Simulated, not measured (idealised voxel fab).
The document below concerns the process module designated voxel ribs on slabs.
Pictured: cross-section cut, 230 nm wide, on a grid of 5 nm square cells.
Cross-section format: a grid of square cells, given as bands from top to bottom; each band is one or more rows of cells. Basically the band line says how high the top is and how high the bottom is, in nm, and then what's in it from left to right, every material with its width in nm. Empty space shows up as "blank", and if a single material carries "throughout" it runs the full band edge to edge. Measure heights from 0. That's the level where, below it, the as-received wafer is all one material. The lowest band is bottomless and extends downward; write it as in "0 nm and below". A width such as "30->40" changes by the same amount from each row of cells to the next, from the band's top row to its bottom row. Given "no change" for a step, no cell of the cross-section differs between before and after that step. The list in "Closed void register" covers empty spaces of 8 cells or more that cannot reach the top through any open way, and it gives each as width x height at distance; the distance is from the left edge, and width, height and distance are in nm. If you see something after the settings on a step's line, that's the simulator's own remark about that step. On any step carrying a mask, the "overlay nm" setting, if present on the step's line, tells how far right of its planned place the mask lay; negative values point to the left.
# plan
1. RECEIVE,material Si
2. DIRECTIONAL_DEP,material SiO2,thk nm 25
3. DIRECTIONAL_DEP,material polySi,thk nm 20
4. PATTERN,tone cover,mask id RIB,material resist,width nm 15,thk nm 15,overlay nm 0
5. DIRECTIONAL_ETCH,etch materials polySi,depth nm 15
6. STRIP,etch materials resist
7. DIRECTIONAL_DEP,material aC,thk nm 15
8. PATTERN,tone cover,mask id SLAB,material resist,width nm 65,thk nm 35,overlay nm 0
9. DIRECTIONAL_ETCH,etch materials aC,depth nm 15
10. STRIP,etch materials resist
11. DIRECTIONAL_ETCH,etch materials polySi,depth nm 5
12. STRIP,etch materials aC
13. FILL_DEP,material SiO2,thk nm 20
14. CMP,height nm 60
15. DIRECTIONAL_DEP,material TiN,thk nm 10
16. DIRECTIONAL_DEP,material aC,thk nm 15
17. PATTERN,tone cover,mask id HEATER,material resist,width nm 25,thk nm 30,overlay nm 0
18. DIRECTIONAL_ETCH,etch materials aC,depth nm 15
19. STRIP,etch materials resist
20. DIRECTIONAL_ETCH,etch materials TiN,depth nm 10
21. STRIP,etch materials aC
22. CONFORMAL_DEP,material SiO2,thk nm 10
# As-received wafer cross-section (after step 1)
0 nm and below = Si throughout
Closed void register: none
# Sectioned view, first of two wafers, at the close of the module, processed as intended in the plan
80 nm to 70 nm = blank 90 nm, SiO2 45 nm, blank 95 nm
70 nm to 60 nm = SiO2 100 nm, TiN 25 nm, SiO2 105 nm
60 nm to 45 nm = SiO2 throughout
45 nm to 30 nm = SiO2 105 nm, polySi 15 nm, SiO2 110 nm
30 nm to 25 nm = SiO2 80 nm, polySi 65 nm, SiO2 85 nm
25 nm to 0 nm = SiO2 throughout
0 nm and below = Si throughout
Closed void register: none
# Cross-section, second wafer: same start as the first, same plan as the first, one mistake in running it; taken at the end of the module
80 nm to 70 nm = blank 90 nm, SiO2 45 nm, blank 95 nm
70 nm to 60 nm = SiO2 100 nm, TiN 25 nm, SiO2 105 nm
60 nm to 45 nm = SiO2 throughout
45 nm to 30 nm = SiO2 95 nm, polySi 15 nm, SiO2 120 nm
30 nm to 25 nm = SiO2 80 nm, polySi 65 nm, SiO2 85 nm
25 nm to 0 nm = SiO2 throughout
0 nm and below = Si throughout
Closed void register: none
Nonconformance to the process plan: the process deviated at step 4: the operation and settings actually run there were PATTERN,tone cover,mask id RIB,material resist,width nm 15,thk nm 15,overlay nm -10
At the end, the second wafer has the same number of cells of each material as the first, but those cells sit in other places.
